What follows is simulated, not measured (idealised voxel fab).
Process module in this document: voxel capacitor over wiring
It is cross-section cut that appears here, measuring 255 nm in width, its square cells being 5 nm in size.
A cross-section is written here as square cells arranged in a grid, and it is given in bands from the top down, each band taking up one or more rows of cells.
For a band, the entry starts with two heights in nm, that of the top and then that of the bottom, and carries on with the band's materials in order from left to right, each alongside its width in nm; the word "throughout" beside a single material means it fills the band edge to edge, and "empty" means empty space.
Height is counted from the level 0, under which the received wafer is composed throughout of one material. The lowest of the bands is not closed at the bottom but continues downward, in the notation "0 -> down".
Graded width ("30->40"): value in top row of band = first number; value in bottom row = second number; row-to-row change constant.
"no change" (step): cross-section cells unchanged, all of them.
"Closed void inventory": empty spaces of 8 cells or more with no open way to the top, each given as width x height at distance, distance from the left edge, all in nm.
Formally, on a step line, whatever follows the settings is a remark that the simulator itself makes on the step.
A step's line can hold "overlay nm"; with a mask on that step, the setting says how far right of the planned place the mask lay, while a negative setting says it lay to the left.
List of planned process steps:
1. RECEIVE [material Si]
2. CONFORMAL_DEP [material SiO2] [thk nm 10]
3. DIRECTIONAL_DEP [material TiN] [thk nm 5]
4. DIRECTIONAL_DEP [material W] [thk nm 25]
5. MASKED_ETCH [tone cover] [mask id METAL_1] [width nm 25] [pitch nm 80] [etch materials W] [depth nm 25] [overlay nm 0]
6. MASKED_ETCH [tone cover] [mask id METAL_1] [width nm 25] [pitch nm 80] [etch materials TiN] [depth nm 5] [overlay nm 0]
7. CONFORMAL_DEP [material SiCN] [thk nm 5]
8. FILL_DEP [material lowk] [thk nm 10]
9. CMP [height nm 40]
10. CONFORMAL_DEP [material SiCN] [thk nm 5]
11. DIRECTIONAL_DEP [material lowk] [thk nm 15]
12. PATTERN [tone open] [mask id PLUG_1] [material resist] [width nm 15] [thk nm 20] [overlay nm 0]
13. DIRECTIONAL_ETCH [etch materials lowk] [depth nm 15]
14. DIRECTIONAL_ETCH [etch materials SiCN] [depth nm 5]
15. STRIP [etch materials resist]
16. CONFORMAL_DEP [material TiN] [thk nm 5]
17. FILL_DEP [material Cu] [thk nm 10]
18. CMP [height nm 60]
19. DIRECTIONAL_DEP [material TiN] [thk nm 5]
20. DIRECTIONAL_DEP [material HfO2] [thk nm 5]
21. DIRECTIONAL_DEP [material TiN] [thk nm 5]
22. MASKED_ETCH [tone cover] [mask id UPPER_PLATE] [width nm 60] [etch materials TiN] [depth nm 5] [overlay nm 0]
23. MASKED_ETCH [tone cover] [mask id UPPER_PLATE] [width nm 60] [etch materials HfO2] [depth nm 5] [overlay nm 0]
24. MASKED_ETCH [tone cover] [mask id LOWER_PLATE] [width nm 70] [etch materials TiN] [depth nm 5] [overlay nm 0]
25. FILL_DEP [material SiO2] [thk nm 15]
26. CMP [height nm 85]
27. MASKED_ETCH [tone open] [mask id PLUG_2] [width nm 15] [etch materials SiO2] [depth nm 10] [overlay nm 0]
28. CONFORMAL_DEP [material TiN] [thk nm 5]
29. FILL_DEP [material W] [thk nm 10]
30. CMP [height nm 85]
31. CONFORMAL_DEP [material SiCN] [thk nm 5]
Cross-section of the wafer as it came to us, i.e., already through step 1:
- 0 -> down  Si throughout
- Closed void inventory: none
Below is the wafer in cross-section after the module was completed. It began from the starting point shown above and followed the plan shown above, except that one mistake was made while running it:
- 90 -> 85  SiCN throughout
- 85 -> 80  95 nm SiO2 | 5 nm TiN | 5 nm W | 5 nm TiN | 145 nm SiO2
- 80 -> 70  95->85 nm SiO2 | 15->60 nm TiN | 145->110 nm SiO2
- 70 -> 65  85 nm SiO2 | 60 nm HfO2 | 110 nm SiO2
- 65 -> 60  80 nm SiO2 | 70 nm TiN | 105 nm SiO2
- 60 -> 45  80 nm lowk | 5 nm TiN | 15 nm Cu | 5 nm TiN | 150 nm lowk
- 45 -> 40  80 nm SiCN | 25 nm TiN | 150 nm SiCN
- 40 -> 15  70 nm lowk | 5 nm SiCN | 25 nm W | 5 nm SiCN | 45 nm lowk | 5 nm SiCN | 25 nm W | 5 nm SiCN | 70 nm lowk
- 15 -> 10  75 nm SiCN | 25 nm TiN | 55 nm SiCN | 25 nm TiN | 75 nm SiCN
- 10 -> 0  SiO2 throughout
- 0 -> down  Si throughout
- Closed void inventory: none
The plan and the run diverged here: contrary to plan, step 12 was performed as PATTERN [tone open] [mask id PLUG_1] [material resist] [width nm 25] [thk nm 20] [overlay nm 0]
